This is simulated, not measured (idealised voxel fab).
process module | voxel ribs on slabs
Section cut is 185 nm wide and gridded with 5 nm square cells.
Just so we're on the same page, the cross-sections are grids of square cells, and they're listed out in bands top to bottom, each band one or more rows deep. Top, bottom (nm), then materials left to right with widths (nm); lone material tagged "throughout" fills the whole band edge to edge; "empty" = empty space. Height 0 is the level under which the wafer as received is all one material. The lowest band goes on downwards, as in "0 down". A two-number width, for instance "30->40", indicates that the width is equal to the first number in the top row of the band and to the second number in the bottom row, and that it changes by a constant amount per row of cells. Step marked "changes: none"? Then no cell in the cross-section changed in it. For the entry "Enclosed voids", the listed items are empty spaces with no open way to the top whose size is 8 cells or more; each item follows the pattern width x height at distance, where distance is from the left edge and all three are in nm. Anything after a step's settings on that line? It's the simulator's own note about the step. overlay nm, on a step with a mask: how far to the right of its planned place the mask lay; to the left if negative.

**This section lists the process steps that were planned**
1,RECEIVE,material Si
2,DIRECTIONAL_DEP,material SiO2,thk nm 30
3,DIRECTIONAL_DEP,material SiN,thk nm 20
4,MASKED_ETCH,tone cover,mask id RIB,width nm 25,etch materials SiN,depth nm 15,overlay nm 0
5,MASKED_ETCH,tone cover,mask id SLAB,width nm 75,etch materials SiN,depth nm 5,overlay nm 0
6,FILL_DEP,material SiO2,thk nm 25
7,CMP,height nm 70
8,DIRECTIONAL_DEP,material TiN,thk nm 5
9,PATTERN,tone cover,mask id HEATER,material resist,width nm 35,thk nm 20,overlay nm 0
10,DIRECTIONAL_ETCH,etch materials TiN,depth nm 5
11,STRIP,etch materials resist
12,CONFORMAL_DEP,material SiN,thk nm 5

**First wafer, two in total, run as planned**

**Step 1 complete: cross-section of the wafer as received**
0 down  Si throughout
Enclosed voids: none

**The following cross-section depicts the wafer upon completion of step 2**
30 to 0  SiO2 throughout
Under the height 0 nothing was changed.

**The following cross-section depicts the wafer upon completion of step 3**
50 to 30  SiN throughout
Under the height 30 nothing was changed.

**The following cross-section depicts the wafer upon completion of step 4**
50 to 35  80 empty | 25 SiN | 80 empty
Under the height 35 nothing was changed.

**The following cross-section depicts the wafer upon completion of step 5**
50 to 35  80 empty | 25 SiN | 80 empty
35 to 30  55 empty | 75 SiN | 55 empty
Under the height 30 nothing was changed.

**The following cross-section depicts the wafer upon completion of step 6**
75 to 50  SiO2 throughout
50 to 35  80 SiO2 | 25 SiN | 80 SiO2
35 to 30  55 SiO2 | 75 SiN | 55 SiO2
Under the height 30 nothing was changed.

**The following cross-section depicts the wafer upon completion of step 7**
70 to 50  SiO2 throughout
Under the height 50 nothing was changed.

**The following cross-section depicts the wafer upon completion of step 8**
75 to 70  TiN throughout
Under the height 70 nothing was changed.

**The following cross-section depicts the wafer upon completion of step 9**
95 to 75  75 empty | 35 resist | 75 empty
Under the height 75 nothing was changed.

**The following cross-section depicts the wafer upon completion of step 10**
95 to 75  75 empty | 35 resist | 75 empty
75 to 70  75 empty | 35 TiN | 75 empty
Under the height 70 nothing was changed.

**The following cross-section depicts the wafer upon completion of step 11**
75 to 70  75 empty | 35 TiN | 75 empty
Under the height 70 nothing was changed.

**The following cross-section depicts the wafer upon completion of step 12**
80 to 75  70 empty | 45 SiN | 70 empty
75 to 70  75 SiN | 35 TiN | 75 SiN
Under the height 70 nothing was changed.

**What follows concerns the second wafer, which started out like the first and was meant to follow the very same plan; one mistake crept in when it was run, but everything up to and including step 1 is the same as for the first wafer**

**X-section, second wafer, when step 2 was due to finish**
60 to 0  SiO2 throughout
Under the height 0 nothing was changed.

**X-section, second wafer, when step 3 was due to finish**
80 to 60  SiN throughout
Under the height 60 nothing was changed.

**X-section, second wafer, when step 4 was due to finish**
80 to 65  80 empty | 25 SiN | 80 empty
Under the height 65 nothing was changed.

**X-section, second wafer, when step 5 was due to finish**
80 to 65  80 empty | 25 SiN | 80 empty
65 to 60  55 empty | 75 SiN | 55 empty
Under the height 60 nothing was changed.

**X-section, second wafer, when step 6 was due to finish**
105 to 80  SiO2 throughout
80 to 65  80 SiO2 | 25 SiN | 80 SiO2
65 to 60  55 SiO2 | 75 SiN | 55 SiO2
Under the height 60 nothing was changed.

**X-section, second wafer, when step 7 was due to finish**
70 to 60  80->55 SiO2 | 25->75 SiN | 80->55 SiO2
Under the height 60 nothing was changed.

**X-section, second wafer, when step 8 was due to finish**
75 to 70  TiN throughout
Under the height 70 nothing was changed.

**X-section, second wafer, when step 9 was due to finish**
95 to 75  75 empty | 35 resist | 75 empty
Under the height 75 nothing was changed.

**X-section, second wafer, when step 10 was due to finish**
95 to 75  75 empty | 35 resist | 75 empty
75 to 70  75 empty | 35 TiN | 75 empty
Under the height 70 nothing was changed.

**X-section, second wafer, when step 11 was due to finish**
75 to 70  75 empty | 35 TiN | 75 empty
Under the height 70 nothing was changed.

**X-section, second wafer, when step 12 was due to finish**
80 to 75  70 empty | 45 SiN | 70 empty
75 to 70  75 SiN | 35 TiN | 75 SiN
Under the height 70 nothing was changed.
What was done differently from what was planned? step 2 in the plan was executed twice
The final cell counts differ between the wafers, with the second having more or fewer of some materials than the first: 10 fewer of SiN; 10 more of SiO2
